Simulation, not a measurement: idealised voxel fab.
This is a process module. Its name is voxel self aligned vias.
It is cross-section cut that appears here, measuring 220 nm in width, its square cells being 5 nm in size.
We lay out every cross-section as a grid of square cells and spell it out in bands from the top down, where one band means one or more rows of cells. Band: top height; bottom height; in nm. Then, left to right: material with width in nm, for each material. "throughout": a single material spanning edge to edge. "air": empty space. Height 0 is the level under which the wafer as received is all one material. The lowest band goes on downwards, as in "z 0 and below". Width "30->40": first value at the band's top row of cells, second value at its bottom row, equal change from row to row. Step marked "all unchanged"? Then no cell in the cross-section changed in it. "Voids, fully enclosed" means: voids of 8 cells or more that are shut off from the top with no open way through. Written width x height at distance, distance from the left edge, in nm. On a step's line, text after the settings is the simulator commenting on that step. "overlay nm" on a masked step: distance the mask lay right of its planned place, negative for left.
**This section lists the process steps that were planned**
1,RECEIVE, material Si
2,CONFORMAL_DEP, material SiO2, thk nm 15
3,CONFORMAL_DEP, material SiCN, thk nm 5
4,DIRECTIONAL_DEP, material lowk, thk nm 20
5,DIRECTIONAL_DEP, material aC, thk nm 10
6,PATTERN, tone open, mask id LINES, material resist, width nm 25, pitch nm 55, thk nm 25, overlay nm 0
7,DIRECTIONAL_ETCH, etch materials aC, depth nm 10
8,STRIP, etch materials resist
9,DIRECTIONAL_ETCH, etch materials lowk, depth nm 20
10,STRIP, etch materials aC
11,CONFORMAL_DEP, material TiN, thk nm 5
12,FILL_DEP, material W, thk nm 10
13,CMP, height nm 40
14,SELECTIVE_ETCH, etch materials W Ru TiN, depth nm 5
15,FILL_DEP, material SiN, thk nm 10
16,CMP, height nm 40
17,DIRECTIONAL_DEP, material lowk, thk nm 20
18,PATTERN, tone open, mask id VIAS, material resist, width nm 25, pitch nm 110, thk nm 15, overlay nm 0
19,DIRECTIONAL_ETCH, etch materials lowk, depth nm 20
20,DIRECTIONAL_ETCH, etch materials SiN, depth nm 5
21,STRIP, etch materials resist
22,CONFORMAL_DEP, material TiN, thk nm 5
23,FILL_DEP, material Cu, thk nm 10
24,CMP, height nm 60
25,CONFORMAL_DEP, material SiN, thk nm 5
varied across the wafers: width nm of step 18. The plan shows the first wafer's value. All wafers start alike
**As-received cross-section, first of several wafers, post step 1**
	z 0 and below  Si throughout
	Voids, fully enclosed: none
**Each row below is a wafer at the end of the module, listing for every material the number of cells it has gained (+) or lost (-) since it was received, followed by its closed voids**
width nm 25; +24 Cu; +44 SiCN; +49 SiN; +132 SiO2; +53 TiN; +18 W; +252 lowk; Voids, fully enclosed: none
width nm 30; +30 Cu; +44 SiCN; +49 SiN; +132 SiO2; +55 TiN; +18 W; +244 lowk; Voids, fully enclosed: none
width nm 35; +36 Cu; +44 SiCN; +49 SiN; +132 SiO2; +57 TiN; +18 W; +236 lowk; Voids, fully enclosed: none
width nm 40; +42 Cu; +44 SiCN; +49 SiN; +132 SiO2; +59 TiN; +18 W; +228 lowk; Voids, fully enclosed: none
width nm 45; +48 Cu; +44 SiCN; +49 SiN; +132 SiO2; +61 TiN; +18 W; +220 lowk; Voids, fully enclosed: none
width nm 50; +54 Cu; +44 SiCN; +49 SiN; +132 SiO2; +63 TiN; +18 W; +212 lowk; Voids, fully enclosed: none
